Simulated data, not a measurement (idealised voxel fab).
process module | voxel self aligned contacts
cross-section cut | 205 nm wide | cells 5 nm
A cross-section is a grid of square cells, given in bands from the top down. A band is one or more rows of cells.
Each band's line starts with the height of the band's top and of its bottom, in nm. Then come its materials from left to right, each with its width in nm. One material with "throughout" fills the band from edge to edge. "air" is empty space.
Height 0 is the level under which the wafer as received is all one material. The lowest band goes on downwards, as in "0 down".
A width such as "30 to 40" changes by the same amount from each row of cells to the next, from the band's top row to its bottom row.
"no change" after a step means that no cell of the cross-section changed.
closed voids: empty space of 8 cells or more with no open way to the top, each as width x height at its distance from the left edge, in nm
after a step's settings: what the simulator itself notes on the step
overlay nm, on a step with a mask: how far to the right of its planned place the mask lay; to the left if negative
Each pair below shows a cross-section before one step and the cross-section after it, down to the lowest band that changed. The line under each pair gives the step between them, with its settings. The pairs can come from different runs of this module on the same starting wafer, so a pair continues from the pair above only where its "before" says so.
before
  0 down: Si throughout
  closed voids: none
after
  5 to 0: SiO2 throughout
  below 0: unchanged
  closed voids: none
the step between: op CONFORMAL_DEP | material SiO2 | thk nm 5
before: the cross-section after the pair above
after
  30 to 5: polySi throughout
  below 5: unchanged
  closed voids: none
the step between: op DIRECTIONAL_DEP | material polySi | thk nm 25
before: the cross-section after the pair above
after
  50 to 30: SiN throughout
  below 30: unchanged
  closed voids: none
the step between: op DIRECTIONAL_DEP | material SiN | thk nm 20
before: the cross-section after the pair above
after
  65 to 50: air 15 | resist 35 | air 35 | resist 35 | air 35 | resist 35 | air 15
  below 50: unchanged
  closed voids: none
the step between: op PATTERN | tone cover | mask id GATE | material resist | width nm 35 | pitch nm 70 | thk nm 15 | overlay nm 0
before: the cross-section after the pair above
after
  65 to 50: air 15 | resist 35 | air 35 | resist 35 | air 35 | resist 35 | air 15
  50 to 30: air 15 | SiN 35 | air 35 | SiN 35 | air 35 | SiN 35 | air 15
  below 30: unchanged
  closed voids: none
the step between: op DIRECTIONAL_ETCH | etch materials SiN | depth nm 20
before: the cross-section after the pair above
after
  65 to 50: air 15 | resist 35 | air 35 | resist 35 | air 35 | resist 35 | air 15
  50 to 30: air 15 | SiN 35 | air 35 | SiN 35 | air 35 | SiN 35 | air 15
  30 to 5: air 15 | polySi 35 | air 35 | polySi 35 | air 35 | polySi 35 | air 15
  below 5: unchanged
  closed voids: none
the step between: op DIRECTIONAL_ETCH | etch materials polySi | depth nm 25
before: the cross-section after the pair above
after
  50 to 30: air 15 | SiN 35 | air 35 | SiN 35 | air 35 | SiN 35 | air 15
  below 30: unchanged
  closed voids: none
the step between: op STRIP | etch materials resist
before: the cross-section after the pair above
after
  55 to 30: air 10 | SiN 45 | air 25 | SiN 45 | air 25 | SiN 45 | air 10
  30 to 10: air 10 | SiN 5 | polySi 35 | SiN 5 | air 25 | SiN 5 | polySi 35 | SiN 5 | air 25 | SiN 5 | polySi 35 | SiN 5 | air 10
  10 to 5: SiN 15 | polySi 35 | SiN 35 | polySi 35 | SiN 35 | polySi 35 | SiN 15
  below 5: unchanged
  closed voids: none
the step between: op CONFORMAL_DEP | material SiN | thk nm 5
before: the cross-section after the pair above
after
  50 to 30: air 10 | SiN 45 | air 25 | SiN 45 | air 25 | SiN 45 | air 10
  30 to 5: air 10 | SiN 5 | polySi 35 | SiN 5 | air 25 | SiN 5 | polySi 35 | SiN 5 | air 25 | SiN 5 | polySi 35 | SiN 5 | air 10
  below 5: unchanged
  closed voids: none
the step between: op DIRECTIONAL_ETCH | etch materials SiN | depth nm 5
before: the cross-section after the pair above
after
  60 to 50: SiO2 throughout
  50 to 30: SiO2 10 | SiN 45 | SiO2 25 | SiN 45 | SiO2 25 | SiN 45 | SiO2 10
  30 to 5: SiO2 10 | SiN 5 | polySi 35 | SiN 5 | SiO2 25 | SiN 5 | polySi 35 | SiN 5 | SiO2 25 | SiN 5 | polySi 35 | SiN 5 | SiO2 10
  below 5: unchanged
  closed voids: none
the step between: op FILL_DEP | material SiO2 | thk nm 10
before: the cross-section after the pair above
after
  55 to 50: SiO2 throughout
  below 50: unchanged
  closed voids: none
the step between: op CMP | height nm 55
before: the cross-section after the pair above
after
  65 to 55: aC throughout
  below 55: unchanged
  closed voids: none
the step between: op DIRECTIONAL_DEP | material aC | thk nm 10
before: the cross-section after the pair above
after
  90 to 65: resist 40 | air 55 | resist 15 | air 55 | resist 40
  below 65: unchanged
  closed voids: none
the step between: op PATTERN | tone open | mask id CONTACT | material resist | width nm 55 | pitch nm 70 | thk nm 25 | overlay nm 0
before: the cross-section after the pair above
after
  80 to 65: resist 40 | air 55 | resist 15 | air 55 | resist 40
  65 to 55: aC 40 | air 55 | aC 15 | air 55 | aC 40
  below 55: unchanged
  closed voids: none
the step between: op DIRECTIONAL_ETCH | etch materials aC | depth nm 10
before: the cross-section after the pair above
after
  65 to 55: aC 40 | air 55 | aC 15 | air 55 | aC 40
  below 55: unchanged
  closed voids: none
the step between: op STRIP | etch materials resist
before: the cross-section after the pair above
after
  65 to 55: aC 40 | air 55 | aC 15 | air 55 | aC 40
  55 to 50: SiO2 40 | air 55 | SiO2 15 | air 55 | SiO2 40
  50 to 30: SiO2 10 | SiN 45 | air 25 | SiN 45 | air 25 | SiN 45 | SiO2 10
  30 to 5: SiO2 10 | SiN 5 | polySi 35 | SiN 5 | air 25 | SiN 5 | polySi 35 | SiN 5 | air 25 | SiN 5 | polySi 35 | SiN 5 | SiO2 10
  5 to 0: SiO2 55 | air 25 | SiO2 45 | air 25 | SiO2 55
  below 0: unchanged
  closed voids: none
the step between: op DIRECTIONAL_ETCH | etch materials SiO2 | depth nm 55
before: the cross-section after the pair above
after
  55 to 50: SiO2 40 | air 55 | SiO2 15 | air 55 | SiO2 40
  below 50: unchanged
  closed voids: none
the step between: op STRIP | etch materials aC
before: the cross-section after the pair above
after
  60 to 55: TiN 45 | air 45 | TiN 25 | air 45 | TiN 45
  55 to 50: SiO2 40 | TiN 20 | air 15 | TiN 20 | SiO2 15 | TiN 20 | air 15 | TiN 20 | SiO2 40
  50 to 30: SiO2 10 | SiN 45 | TiN 5 | air 15 | TiN 5 | SiN 45 | TiN 5 | air 15 | TiN 5 | SiN 45 | SiO2 10
  30 to 5: SiO2 10 | SiN 5 | polySi 35 | SiN 5 | TiN 5 | air 15 | TiN 5 | SiN 5 | polySi 35 | SiN 5 | TiN 5 | air 15 | TiN 5 | SiN 5 | polySi 35 | SiN 5 | SiO2 10
  5 to 0: SiO2 55 | TiN 25 | SiO2 45 | TiN 25 | SiO2 55
  below 0: unchanged
  closed voids: none
the step between: op CONFORMAL_DEP | material TiN | thk nm 5
before: the cross-section after the pair above
after
  65 to 60: Ru throughout
  60 to 55: TiN 45 | Ru 45 | TiN 25 | Ru 45 | TiN 45
  55 to 50: SiO2 40 | TiN 20 | Ru 15 | TiN 20 | SiO2 15 | TiN 20 | Ru 15 | TiN 20 | SiO2 40
  50 to 30: SiO2 10 | SiN 45 | TiN 5 | Ru 15 | TiN 5 | SiN 45 | TiN 5 | Ru 15 | TiN 5 | SiN 45 | SiO2 10
  30 to 5: SiO2 10 | SiN 5 | polySi 35 | SiN 5 | TiN 5 | Ru 15 | TiN 5 | SiN 5 | polySi 35 | SiN 5 | TiN 5 | Ru 15 | TiN 5 | SiN 5 | polySi 35 | SiN 5 | SiO2 10
  below 5: unchanged
  closed voids: none
the step between: op FILL_DEP | material Ru | thk nm 5
before: the cross-section after the pair above
after
  55 to 50: SiO2 40 | TiN 20 | Ru 15 | TiN 20 | SiO2 15 | TiN 20 | Ru 15 | TiN 20 | SiO2 40
  below 50: unchanged
  closed voids: none
the step between: op CMP | height nm 55
before: the cross-section after the pair above
after
  60 to 55: SiN throughout
  below 55: unchanged
  closed voids: none
the step between: op CONFORMAL_DEP | material SiN | thk nm 5
before
  50 to 30: air 15 | SiN 35 | air 35 | SiN 35 | air 35 | SiN 35 | air 15
  30 to 5: air 15 | polySi 35 | air 35 | polySi 35 | air 35 | polySi 35 | air 15
  5 to 0: SiO2 throughout
  0 down: Si throughout
  closed voids: none
after
  45 to 30: air 15 | SiN 35 | air 35 | SiN 35 | air 35 | SiN 35 | air 15
  below 30: unchanged
  closed voids: none
the step between: op DIRECTIONAL_ETCH | etch materials SiN | depth nm 5
before: the cross-section after the pair above
after
  55 to 45: SiO2 throughout
  45 to 30: SiO2 15 | SiN 35 | SiO2 35 | SiN 35 | SiO2 35 | SiN 35 | SiO2 15
  30 to 5: SiO2 15 | polySi 35 | SiO2 35 | polySi 35 | SiO2 35 | polySi 35 | SiO2 15
  below 5: unchanged
  closed voids: none
the step between: op FILL_DEP | material SiO2 | thk nm 10
before: the cross-section after the pair above
after
  65 to 55: aC throughout
  below 55: unchanged
  closed voids: none
the step between: op DIRECTIONAL_DEP | material aC | thk nm 10
before: the cross-section after the pair above
after
  90 to 65: resist 40 | air 55 | resist 15 | air 55 | resist 40
  below 65: unchanged
  closed voids: none
the step between: op PATTERN | tone open | mask id CONTACT | material resist | width nm 55 | pitch nm 70 | thk nm 25 | overlay nm 0
before: the cross-section after the pair above
after
  80 to 65: resist 40 | air 55 | resist 15 | air 55 | resist 40
  65 to 55: aC 40 | air 55 | aC 15 | air 55 | aC 40
  below 55: unchanged
  closed voids: none
the step between: op DIRECTIONAL_ETCH | etch materials aC | depth nm 10
before: the cross-section after the pair above
after
  65 to 55: aC 40 | air 55 | aC 15 | air 55 | aC 40
  below 55: unchanged
  closed voids: none
the step between: op STRIP | etch materials resist
before: the cross-section after the pair above
after
  65 to 55: aC 40 | air 55 | aC 15 | air 55 | aC 40
  55 to 45: SiO2 40 | air 55 | SiO2 15 | air 55 | SiO2 40
  45 to 30: SiO2 15 | SiN 35 | air 35 | SiN 35 | air 35 | SiN 35 | SiO2 15
  30 to 5: SiO2 15 | polySi 35 | air 35 | polySi 35 | air 35 | polySi 35 | SiO2 15
  5 to 0: SiO2 50 | air 35 | SiO2 35 | air 35 | SiO2 50
  below 0: unchanged
  closed voids: none
the step between: op DIRECTIONAL_ETCH | etch materials SiO2 | depth nm 55
before: the cross-section after the pair above
after
  55 to 45: SiO2 40 | air 55 | SiO2 15 | air 55 | SiO2 40
  below 45: unchanged
  closed voids: none
the step between: op STRIP | etch materials aC
before: the cross-section after the pair above
after
  60 to 55: TiN 45 | air 45 | TiN 25 | air 45 | TiN 45
  55 to 45: SiO2 40 | TiN 5 to 15 | air 45 to 25 | TiN 5 to 15 | SiO2 15 | TiN 5 to 15 | air 45 to 25 | TiN 5 to 15 | SiO2 40
  45 to 30: SiO2 15 | SiN 35 | TiN 5 | air 25 | TiN 5 | SiN 35 | TiN 5 | air 25 | TiN 5 | SiN 35 | SiO2 15
  30 to 5: SiO2 15 | polySi 35 | TiN 5 | air 25 | TiN 5 | polySi 35 | TiN 5 | air 25 | TiN 5 | polySi 35 | SiO2 15
  5 to 0: SiO2 50 | TiN 35 | SiO2 35 | TiN 35 | SiO2 50
  below 0: unchanged
  closed voids: none
the step between: op CONFORMAL_DEP | material TiN | thk nm 5
before: the cross-section after the pair above
after
  65 to 60: Ru throughout
  60 to 55: TiN 45 | Ru 45 | TiN 25 | Ru 45 | TiN 45
  55 to 45: SiO2 40 | TiN 5 to 15 | Ru 45 to 25 | TiN 5 to 15 | SiO2 15 | TiN 5 to 15 | Ru 45 to 25 | TiN 5 to 15 | SiO2 40
  45 to 30: SiO2 15 | SiN 35 | TiN 5 | Ru 25 | TiN 5 | SiN 35 | TiN 5 | Ru 25 | TiN 5 | SiN 35 | SiO2 15
  30 to 5: SiO2 15 | polySi 35 | TiN 5 | Ru 25 | TiN 5 | polySi 35 | TiN 5 | Ru 25 | TiN 5 | polySi 35 | SiO2 15
  below 5: unchanged
  closed voids: none
the step between: op FILL_DEP | material Ru | thk nm 5
before: the cross-section after the pair above
after
  55 to 45: SiO2 40 | TiN 5 to 15 | Ru 45 to 25 | TiN 5 to 15 | SiO2 15 | TiN 5 to 15 | Ru 45 to 25 | TiN 5 to 15 | SiO2 40
  below 45: unchanged
  closed voids: none
the step between: op CMP | height nm 55
before: the cross-section after the pair above
after
  60 to 55: SiN throughout
  below 55: unchanged
  closed voids: none
the step between: op CONFORMAL_DEP | material SiN | thk nm 5
before
  50 to 30: SiN throughout
  30 to 5: polySi throughout
  5 to 0: SiO2 throughout
  0 down: Si throughout
  closed voids: none
after
  70 to 30: SiN throughout
  below 30: unchanged
  closed voids: none
the step between: op DIRECTIONAL_DEP | material SiN | thk nm 20
before: the cross-section after the pair above
after
  85 to 70: air 15 | resist 35 | air 35 | resist 35 | air 35 | resist 35 | air 15
  below 70: unchanged
  closed voids: none
the step between: op PATTERN | tone cover | mask id GATE | material resist | width nm 35 | pitch nm 70 | thk nm 15 | overlay nm 0
before: the cross-section after the pair above
after
  85 to 70: air 15 | resist 35 | air 35 | resist 35 | air 35 | resist 35 | air 15
  70 to 50: air 15 | SiN 35 | air 35 | SiN 35 | air 35 | SiN 35 | air 15
  below 50: unchanged
  closed voids: none
the step between: op DIRECTIONAL_ETCH | etch materials SiN | depth nm 20
before: the cross-section after the pair above
after
  70 to 50: air 15 | SiN 35 | air 35 | SiN 35 | air 35 | SiN 35 | air 15
  below 50: unchanged
  closed voids: none
the step between: op STRIP | etch materials resist
before: the cross-section after the pair above
after
  75 to 55: air 10 | SiN 45 | air 25 | SiN 45 | air 25 | SiN 45 | air 10
  55 to 30: SiN throughout
  below 30: unchanged
  closed voids: none
the step between: op CONFORMAL_DEP | material SiN | thk nm 5
before: the cross-section after the pair above
after
  70 to 50: air 10 | SiN 45 | air 25 | SiN 45 | air 25 | SiN 45 | air 10
  below 50: unchanged
  closed voids: none
the step between: op DIRECTIONAL_ETCH | etch materials SiN | depth nm 5
before: the cross-section after the pair above
after
  80 to 70: SiO2 throughout
  70 to 50: SiO2 10 | SiN 45 | SiO2 25 | SiN 45 | SiO2 25 | SiN 45 | SiO2 10
  below 50: unchanged
  closed voids: none
the step between: op FILL_DEP | material SiO2 | thk nm 10
before: the cross-section after the pair above
after
  55 to 50: SiO2 10 | SiN 45 | SiO2 25 | SiN 45 | SiO2 25 | SiN 45 | SiO2 10
  below 50: unchanged
  closed voids: none
the step between: op CMP | height nm 55
before: the cross-section after the pair above
after
  65 to 55: aC throughout
  below 55: unchanged
  closed voids: none
the step between: op DIRECTIONAL_DEP | material aC | thk nm 10
before: the cross-section after the pair above
after
  90 to 65: resist 40 | air 55 | resist 15 | air 55 | resist 40
  below 65: unchanged
  closed voids: none
the step between: op PATTERN | tone open | mask id CONTACT | material resist | width nm 55 | pitch nm 70 | thk nm 25 | overlay nm 0
before: the cross-section after the pair above
after
  80 to 65: resist 40 | air 55 | resist 15 | air 55 | resist 40
  65 to 55: aC 40 | air 55 | aC 15 | air 55 | aC 40
  below 55: unchanged
  closed voids: none
the step between: op DIRECTIONAL_ETCH | etch materials aC | depth nm 10
before: the cross-section after the pair above
after
  65 to 55: aC 40 | air 55 | aC 15 | air 55 | aC 40
  below 55: unchanged
  closed voids: none
the step between: op STRIP | etch materials resist
before: the cross-section after the pair above
after
  65 to 55: aC 40 | air 55 | aC 15 | air 55 | aC 40
  55 to 50: SiO2 10 | SiN 45 | air 25 | SiN 45 | air 25 | SiN 45 | SiO2 10
  below 50: unchanged
  closed voids: none
the step between: op DIRECTIONAL_ETCH | etch materials SiO2 | depth nm 55
before: the cross-section after the pair above
after
  55 to 50: SiO2 10 | SiN 45 | air 25 | SiN 45 | air 25 | SiN 45 | SiO2 10
  below 50: unchanged
  closed voids: none
the step between: op STRIP | etch materials aC
before: the cross-section after the pair above
after
  60 to 55: TiN 60 | air 15 | TiN 55 | air 15 | TiN 60
  55 to 50: SiO2 10 | SiN 45 | TiN 25 | SiN 45 | TiN 25 | SiN 45 | SiO2 10
  below 50: unchanged
  closed voids: none
the step between: op CONFORMAL_DEP | material TiN | thk nm 5
before: the cross-section after the pair above
after
  65 to 60: Ru throughout
  60 to 55: TiN 60 | Ru 15 | TiN 55 | Ru 15 | TiN 60
  below 55: unchanged
  closed voids: none
the step between: op FILL_DEP | material Ru | thk nm 5
before: the cross-section after the pair above
after
  55 to 50: SiO2 10 | SiN 45 | TiN 25 | SiN 45 | TiN 25 | SiN 45 | SiO2 10
  below 50: unchanged
  closed voids: none
the step between: op CMP | height nm 55
before: the cross-section after the pair above
after
  60 to 55: SiN throughout
  below 55: unchanged
  closed voids: none
the step between: op CONFORMAL_DEP | material SiN | thk nm 5
before
  5 to 0: SiO2 throughout
  0 down: Si throughout
  closed voids: none
after
  25 to 5: SiN throughout
  below 5: unchanged
  closed voids: none
the step between: op DIRECTIONAL_DEP | material SiN | thk nm 20
before: the cross-section after the pair above
after
  50 to 25: polySi throughout
  below 25: unchanged
  closed voids: none
the step between: op DIRECTIONAL_DEP | material polySi | thk nm 25
before: the cross-section after the pair above
after
  65 to 50: air 15 | resist 35 | air 35 | resist 35 | air 35 | resist 35 | air 15
  below 50: unchanged
  closed voids: none
the step between: op PATTERN | tone cover | mask id GATE | material resist | width nm 35 | pitch nm 70 | thk nm 15 | overlay nm 0
before: the cross-section after the pair above
after
  65 to 50: air 15 | resist 35 | air 35 | resist 35 | air 35 | resist 35 | air 15
  50 to 25: air 15 | polySi 35 | air 35 | polySi 35 | air 35 | polySi 35 | air 15
  below 25: unchanged
  closed voids: none
the step between: op DIRECTIONAL_ETCH | etch materials polySi | depth nm 25
before: the cross-section after the pair above
after
  50 to 25: air 15 | polySi 35 | air 35 | polySi 35 | air 35 | polySi 35 | air 15
  below 25: unchanged
  closed voids: none
the step between: op STRIP | etch materials resist
before: the cross-section after the pair above
after
  55 to 50: air 10 | SiN 45 | air 25 | SiN 45 | air 25 | SiN 45 | air 10
  50 to 30: air 10 | SiN 5 | polySi 35 | SiN 5 | air 25 | SiN 5 | polySi 35 | SiN 5 | air 25 | SiN 5 | polySi 35 | SiN 5 | air 10
  30 to 25: SiN 15 | polySi 35 | SiN 35 | polySi 35 | SiN 35 | polySi 35 | SiN 15
  below 25: unchanged
  closed voids: none
the step between: op CONFORMAL_DEP | material SiN | thk nm 5
before: the cross-section after the pair above
after
  50 to 25: air 10 | SiN 5 | polySi 35 | SiN 5 | air 25 | SiN 5 | polySi 35 | SiN 5 | air 25 | SiN 5 | polySi 35 | SiN 5 | air 10
  below 25: unchanged
  closed voids: none
the step between: op DIRECTIONAL_ETCH | etch materials SiN | depth nm 5
before: the cross-section after the pair above
after
  60 to 50: SiO2 throughout
  50 to 25: SiO2 10 | SiN 5 | polySi 35 | SiN 5 | SiO2 25 | SiN 5 | polySi 35 | SiN 5 | SiO2 25 | SiN 5 | polySi 35 | SiN 5 | SiO2 10
  below 25: unchanged
  closed voids: none
the step between: op FILL_DEP | material SiO2 | thk nm 10
before: the cross-section after the pair above
after
  55 to 50: SiO2 throughout
  below 50: unchanged
  closed voids: none
the step between: op CMP | height nm 55
before: the cross-section after the pair above
after
  65 to 55: aC throughout
  below 55: unchanged
  closed voids: none
the step between: op DIRECTIONAL_DEP | material aC | thk nm 10
before: the cross-section after the pair above
after
  90 to 65: resist 40 | air 55 | resist 15 | air 55 | resist 40
  below 65: unchanged
  closed voids: none
the step between: op PATTERN | tone open | mask id CONTACT | material resist | width nm 55 | pitch nm 70 | thk nm 25 | overlay nm 0
before: the cross-section after the pair above
after
  80 to 65: resist 40 | air 55 | resist 15 | air 55 | resist 40
  65 to 55: aC 40 | air 55 | aC 15 | air 55 | aC 40
  below 55: unchanged
  closed voids: none
the step between: op DIRECTIONAL_ETCH | etch materials aC | depth nm 10
before: the cross-section after the pair above
after
  65 to 55: aC 40 | air 55 | aC 15 | air 55 | aC 40
  below 55: unchanged
  closed voids: none
the step between: op STRIP | etch materials resist
before: the cross-section after the pair above
after
  65 to 55: aC 40 | air 55 | aC 15 | air 55 | aC 40
  55 to 50: SiO2 40 | air 55 | SiO2 15 | air 55 | SiO2 40
  50 to 25: SiO2 10 | SiN 5 | polySi 35 | SiN 5 | air 25 | SiN 5 | polySi 35 | SiN 5 | air 25 | SiN 5 | polySi 35 | SiN 5 | SiO2 10
  below 25: unchanged
  closed voids: none
the step between: op DIRECTIONAL_ETCH | etch materials SiO2 | depth nm 55
before: the cross-section after the pair above
after
  55 to 50: SiO2 40 | air 55 | SiO2 15 | air 55 | SiO2 40
  below 50: unchanged
  closed voids: none
the step between: op STRIP | etch materials aC
before: the cross-section after the pair above
after
  60 to 55: TiN 45 | air 45 | TiN 25 | air 45 | TiN 45
  55 to 50: SiO2 40 | TiN 20 | air 15 | TiN 20 | SiO2 15 | TiN 20 | air 15 | TiN 20 | SiO2 40
  50 to 30: SiO2 10 | SiN 5 | polySi 35 | SiN 5 | TiN 5 | air 15 | TiN 5 | SiN 5 | polySi 35 | SiN 5 | TiN 5 | air 15 | TiN 5 | SiN 5 | polySi 35 | SiN 5 | SiO2 10
  30 to 25: SiO2 10 | SiN 5 | polySi 35 | SiN 5 | TiN 25 | SiN 5 | polySi 35 | SiN 5 | TiN 25 | SiN 5 | polySi 35 | SiN 5 | SiO2 10
  below 25: unchanged
  closed voids: none
the step between: op CONFORMAL_DEP | material TiN | thk nm 5
before: the cross-section after the pair above
after
  65 to 60: Ru throughout
  60 to 55: TiN 45 | Ru 45 | TiN 25 | Ru 45 | TiN 45
  55 to 50: SiO2 40 | TiN 20 | Ru 15 | TiN 20 | SiO2 15 | TiN 20 | Ru 15 | TiN 20 | SiO2 40
  50 to 30: SiO2 10 | SiN 5 | polySi 35 | SiN 5 | TiN 5 | Ru 15 | TiN 5 | SiN 5 | polySi 35 | SiN 5 | TiN 5 | Ru 15 | TiN 5 | SiN 5 | polySi 35 | SiN 5 | SiO2 10
  below 30: unchanged
  closed voids: none
the step between: op FILL_DEP | material Ru | thk nm 5
before: the cross-section after the pair above
after
  55 to 50: SiO2 40 | TiN 20 | Ru 15 | TiN 20 | SiO2 15 | TiN 20 | Ru 15 | TiN 20 | SiO2 40
  below 50: unchanged
  closed voids: none
the step between: op CMP | height nm 55
before: the cross-section after the pair above
after
  60 to 55: SiN throughout
  below 55: unchanged
  closed voids: none
the step between: op CONFORMAL_DEP | material SiN | thk nm 5
before
  65 to 60: Ru throughout
  60 to 55: TiN 45 | Ru 45 | TiN 25 | Ru 45 | TiN 45
  55 to 50: SiO2 40 | TiN 20 | Ru 15 | TiN 20 | SiO2 15 | TiN 20 | Ru 15 | TiN 20 | SiO2 40
  50 to 30: SiO2 10 | SiN 45 | TiN 5 | Ru 15 | TiN 5 | SiN 45 | TiN 5 | Ru 15 | TiN 5 | SiN 45 | SiO2 10
  30 to 5: SiO2 10 | SiN 5 | polySi 35 | SiN 5 | TiN 5 | Ru 15 | TiN 5 | SiN 5 | polySi 35 | SiN 5 | TiN 5 | Ru 15 | TiN 5 | SiN 5 | polySi 35 | SiN 5 | SiO2 10
  5 to 0: SiO2 55 | TiN 25 | SiO2 45 | TiN 25 | SiO2 55
  0 down: Si throughout
  closed voids: none
after
  45 to 30: SiO2 10 | SiN 45 | TiN 5 | Ru 15 | TiN 5 | SiN 45 | TiN 5 | Ru 15 | TiN 5 | SiN 45 | SiO2 10
  below 30: unchanged
  closed voids: none
the step between: op CMP | height nm 45
before: the cross-section after the pair above
after
  50 to 45: SiN throughout
  below 45: unchanged
  closed voids: none
the step between: op CONFORMAL_DEP | material SiN | thk nm 5
before
  50 to 30: SiN throughout
  30 to 5: polySi throughout
  5 to 0: SiO2 throughout
  0 down: Si throughout
  closed voids: none
after
  65 to 50: air 20 | resist 25 | air 45 | resist 25 | air 45 | resist 25 | air 20
  below 50: unchanged
  closed voids: none
the step between: op PATTERN | tone cover | mask id GATE | material resist | width nm 25 | pitch nm 70 | thk nm 15 | overlay nm 0
before: the cross-section after the pair above
after
  65 to 50: air 20 | resist 25 | air 45 | resist 25 | air 45 | resist 25 | air 20
  50 to 30: air 20 | SiN 25 | air 45 | SiN 25 | air 45 | SiN 25 | air 20
  below 30: unchanged
  closed voids: none
the step between: op DIRECTIONAL_ETCH | etch materials SiN | depth nm 20
before: the cross-section after the pair above
after
  65 to 50: air 20 | resist 25 | air 45 | resist 25 | air 45 | resist 25 | air 20
  50 to 30: air 20 | SiN 25 | air 45 | SiN 25 | air 45 | SiN 25 | air 20
  30 to 5: air 20 | polySi 25 | air 45 | polySi 25 | air 45 | polySi 25 | air 20
  below 5: unchanged
  closed voids: none
the step between: op DIRECTIONAL_ETCH | etch materials polySi | depth nm 25
before: the cross-section after the pair above
after
  50 to 30: air 20 | SiN 25 | air 45 | SiN 25 | air 45 | SiN 25 | air 20
  below 30: unchanged
  closed voids: none
the step between: op STRIP | etch materials resist
before: the cross-section after the pair above
after
  55 to 30: air 15 | SiN 35 | air 35 | SiN 35 | air 35 | SiN 35 | air 15
  30 to 10: air 15 | SiN 5 | polySi 25 | SiN 5 | air 35 | SiN 5 | polySi 25 | SiN 5 | air 35 | SiN 5 | polySi 25 | SiN 5 | air 15
  10 to 5: SiN 20 | polySi 25 | SiN 45 | polySi 25 | SiN 45 | polySi 25 | SiN 20
  below 5: unchanged
  closed voids: none
the step between: op CONFORMAL_DEP | material SiN | thk nm 5
before: the cross-section after the pair above
after
  50 to 30: air 15 | SiN 35 | air 35 | SiN 35 | air 35 | SiN 35 | air 15
  30 to 5: air 15 | SiN 5 | polySi 25 | SiN 5 | air 35 | SiN 5 | polySi 25 | SiN 5 | air 35 | SiN 5 | polySi 25 | SiN 5 | air 15
  below 5: unchanged
  closed voids: none
the step between: op DIRECTIONAL_ETCH | etch materials SiN | depth nm 5
before: the cross-section after the pair above
after
  60 to 50: SiO2 throughout
  50 to 30: SiO2 15 | SiN 35 | SiO2 35 | SiN 35 | SiO2 35 | SiN 35 | SiO2 15
  30 to 5: SiO2 15 | SiN 5 | polySi 25 | SiN 5 | SiO2 35 | SiN 5 | polySi 25 | SiN 5 | SiO2 35 | SiN 5 | polySi 25 | SiN 5 | SiO2 15
  below 5: unchanged
  closed voids: none
the step between: op FILL_DEP | material SiO2 | thk nm 10
before: the cross-section after the pair above
after
  55 to 50: SiO2 throughout
  below 50: unchanged
  closed voids: none
the step between: op CMP | height nm 55
before: the cross-section after the pair above
after
  65 to 55: aC throughout
  below 55: unchanged
  closed voids: none
the step between: op DIRECTIONAL_DEP | material aC | thk nm 10
before: the cross-section after the pair above
after
  90 to 65: resist 40 | air 55 | resist 15 | air 55 | resist 40
  below 65: unchanged
  closed voids: none
the step between: op PATTERN | tone open | mask id CONTACT | material resist | width nm 55 | pitch nm 70 | thk nm 25 | overlay nm 0
before: the cross-section after the pair above
after
  80 to 65: resist 40 | air 55 | resist 15 | air 55 | resist 40
  65 to 55: aC 40 | air 55 | aC 15 | air 55 | aC 40
  below 55: unchanged
  closed voids: none
the step between: op DIRECTIONAL_ETCH | etch materials aC | depth nm 10
before: the cross-section after the pair above
after
  65 to 55: aC 40 | air 55 | aC 15 | air 55 | aC 40
  below 55: unchanged
  closed voids: none
the step between: op STRIP | etch materials resist
before: the cross-section after the pair above
after
  65 to 55: aC 40 | air 55 | aC 15 | air 55 | aC 40
  55 to 50: SiO2 40 | air 55 | SiO2 15 | air 55 | SiO2 40
  50 to 30: SiO2 15 | SiN 35 | air 35 | SiN 35 | air 35 | SiN 35 | SiO2 15
  30 to 5: SiO2 15 | SiN 5 | polySi 25 | SiN 5 | air 35 | SiN 5 | polySi 25 | SiN 5 | air 35 | SiN 5 | polySi 25 | SiN 5 | SiO2 15
  5 to 0: SiO2 50 | air 35 | SiO2 35 | air 35 | SiO2 50
  below 0: unchanged
  closed voids: none
the step between: op DIRECTIONAL_ETCH | etch materials SiO2 | depth nm 55
before: the cross-section after the pair above
after
  55 to 50: SiO2 40 | air 55 | SiO2 15 | air 55 | SiO2 40
  below 50: unchanged
  closed voids: none
the step between: op STRIP | etch materials aC
before: the cross-section after the pair above
after
  60 to 55: TiN 45 | air 45 | TiN 25 | air 45 | TiN 45
  55 to 50: SiO2 40 | TiN 15 | air 25 | TiN 15 | SiO2 15 | TiN 15 | air 25 | TiN 15 | SiO2 40
  50 to 30: SiO2 15 | SiN 35 | TiN 5 | air 25 | TiN 5 | SiN 35 | TiN 5 | air 25 | TiN 5 | SiN 35 | SiO2 15
  30 to 5: SiO2 15 | SiN 5 | polySi 25 | SiN 5 | TiN 5 | air 25 | TiN 5 | SiN 5 | polySi 25 | SiN 5 | TiN 5 | air 25 | TiN 5 | SiN 5 | polySi 25 | SiN 5 | SiO2 15
  5 to 0: SiO2 50 | TiN 35 | SiO2 35 | TiN 35 | SiO2 50
  below 0: unchanged
  closed voids: none
the step between: op CONFORMAL_DEP | material TiN | thk nm 5
before: the cross-section after the pair above
after
  65 to 60: Ru throughout
  60 to 55: TiN 45 | Ru 45 | TiN 25 | Ru 45 | TiN 45
  55 to 50: SiO2 40 | TiN 15 | Ru 25 | TiN 15 | SiO2 15 | TiN 15 | Ru 25 | TiN 15 | SiO2 40
  50 to 30: SiO2 15 | SiN 35 | TiN 5 | Ru 25 | TiN 5 | SiN 35 | TiN 5 | Ru 25 | TiN 5 | SiN 35 | SiO2 15
  30 to 5: SiO2 15 | SiN 5 | polySi 25 | SiN 5 | TiN 5 | Ru 25 | TiN 5 | SiN 5 | polySi 25 | SiN 5 | TiN 5 | Ru 25 | TiN 5 | SiN 5 | polySi 25 | SiN 5 | SiO2 15
  below 5: unchanged
  closed voids: none
the step between: op FILL_DEP | material Ru | thk nm 5
before: the cross-section after the pair above
after
  55 to 50: SiO2 40 | TiN 15 | Ru 25 | TiN 15 | SiO2 15 | TiN 15 | Ru 25 | TiN 15 | SiO2 40
  below 50: unchanged
  closed voids: none
the step between: op CMP | height nm 55
before: the cross-section after the pair above
after
  60 to 55: SiN throughout
  below 55: unchanged
  closed voids: none
the step between: op CONFORMAL_DEP | material SiN | thk nm 5
